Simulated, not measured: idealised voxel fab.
The name of this process module is voxel lift off.
It is cross-section cut that appears here, measuring 155 nm in width, its square cells being 5 nm in size.
A cross-section is a grid of square cells, given in bands from the top down. A band is one or more rows of cells. What a band's entry tells you: where the top is and where the bottom is, as heights in nm, and after that what lies inside, material by material from left to right, each with its width in nm. Empty space is written as the word "blank", and a single material marked with the word "edge to edge" occupies the band from edge to edge. Measure heights from 0. That's the level where, below it, the as-received wafer is all one material. The lowest band is bottomless and extends downward; write it as in "z 0 and below". Width: "30 to 40" (first number = top row, second number = bottom row, same change from row to row of cells). "everything unchanged" -> step changed no cross-section cell. The list in "Enclosed void list" covers empty spaces of 8 cells or more that cannot reach the top through any open way, and it gives each as width x height at distance; the distance is from the left edge, and width, height and distance are in nm. Where a step's line continues beyond its settings, the continuation is a remark by the simulator itself on that step. overlay nm: for a step with a mask, the amount by which the mask lay right of where it was planned; a negative amount means left of it.
## These are the steps we planned for the process
1 RECEIVE: material Si
2 CONFORMAL_DEP: material SiO2, thk nm 15
3 PATTERN: tone open, mask id LINES, material resist, width nm 20, pitch nm 50, thk nm 30, overlay nm 0
4 DIRECTIONAL_DEP: material Ru, thk nm 15
5 STRIP: etch materials resist
6 CONFORMAL_DEP: material SiCN, thk nm 5
Be aware that, although all wafers share a common starting state, the thk nm at step 6 differs among them, and the plan displays the first wafer's value.
## As-received cross-section, first of several wafers, post step 1
	z 0 and below: Si edge to edge
	Enclosed void list: none
## Cross-section of the first of several wafers, taken after step 6, where the module ends
	z 35 to 30: blank (10), then SiCN (30), then blank (20), then SiCN (30), then blank (20), then SiCN (30), then blank (15)
	z 30 to 20: blank (10), then SiCN (5), then Ru (20), then SiCN (5), then blank (20), then SiCN (5), then Ru (20), then SiCN (5), then blank (20), then SiCN (5), then Ru (20), then SiCN (5), then blank (15)
	z 20 to 15: SiCN (15), then Ru (20), then SiCN (30), then Ru (20), then SiCN (30), then Ru (20), then SiCN (20)
	z 15 to 0: SiO2 edge to edge
	z 0 and below: Si edge to edge
	Enclosed void list: none
## Here we cross-sectioned the last of the wafers once the module was done
	z 55 to 30: SiCN edge to edge
	z 30 to 15: SiCN (15), then Ru (20), then SiCN (30), then Ru (20), then SiCN (30), then Ru (20), then SiCN (20)
	z 15 to 0: SiO2 edge to edge
	z 0 and below: Si edge to edge
	Enclosed void list: none
## Every row in this table is a wafer at the end of the module, and it gives, for each of the materials, the cells that wafer has gained (+) or lost (-) since it was received, then its closed voids
thk nm 5, +36 Ru, +49 SiCN, +93 SiO2, Enclosed void list: none
thk nm 10, +36 Ru, +98 SiCN, +93 SiO2, Enclosed void list: none
thk nm 15, +36 Ru, +147 SiCN, +93 SiO2, Enclosed void list: none
thk nm 20, +36 Ru, +181 SiCN, +93 SiO2, Enclosed void list: none
thk nm 25, +36 Ru, +212 SiCN, +93 SiO2, Enclosed void list: none
